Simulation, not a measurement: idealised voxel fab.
Presented below is a process module, voxel local oxidation.
For reference, the cross-section in this document is cut, with width 170 nm and square cells of 5 nm.
Each cross-section below is a grid of square cells, stated as bands in top-down order, with one or more rows of cells making up each band. Top height, bottom height, nm. Materials left to right, width each, nm. Single material + "all across" = fills band edge to edge. "blank" = empty. We count height from 0. Below that, the starting wafer is all one material. The lowest band never ends at the bottom but goes on down; see "from 0 down" for how that is written. Read "30->40" as a graded width: first number on top, second number at the bottom, same change between each pair of neighbouring rows. Basically "no modification" means that step didn't change any cell in the cross-section. "Closed internal voids" enumerates empty spaces isolated from the top, with no open way to it, that contain at least 8 cells, giving each as width x height at distance from the left edge, all three in nm. Whatever follows a step's settings on its line is a remark the simulator itself makes about that step. For masked steps, "overlay nm" on the step line gives how far right of plan the mask actually lay; a minus sign means it lay to the left.
## Steps planned for the process
- 1: RECEIVE, material Si
- 2: OXIDIZE, depth nm 5
- 3: CONFORMAL_DEP, material SiN, thk nm 10
- 4: MASKED_ETCH, tone cover, mask id ACTIVE, width nm 100, etch materials SiN, depth nm 10, overlay nm 0
- 5: SELECTIVE_ETCH, etch materials SiO2, depth nm 5
- 6: OXIDIZE, depth nm 10
- 7: STRIP, etch materials SiN
## The cross-section here shows the wafer as received, i.e. in its state after step 1
* from 0 down  Si all across
* Closed internal voids: none
## First of two wafers at the end of the module, shown in cross-section; run carried out as planned
* from 0 to -5  blank=40 | SiO2=90 | blank=40
* from -5 to -15  SiO2=50 | Si=70 | SiO2=50
* from -15 down  Si all across
* Closed internal voids: none
## Here is the second of the two wafers cut open at the end of the module - same start, same plan as the first one, but we made one mistake running it
* from 0 to -5  blank=40 | SiO2=90 | blank=40
* from -5 to -10  SiO2=45 | Si=80 | SiO2=45
* from -10 down  Si all across
* Closed internal voids: none
Misprocessing identified: so step 6 ended up running with a different setting than we planned, it ran as OXIDIZE, depth nm 5
Wrapping up, a cell-based count of both wafers puts the second over or under the first for these materials: 22 more of Si, 22 fewer of SiO2
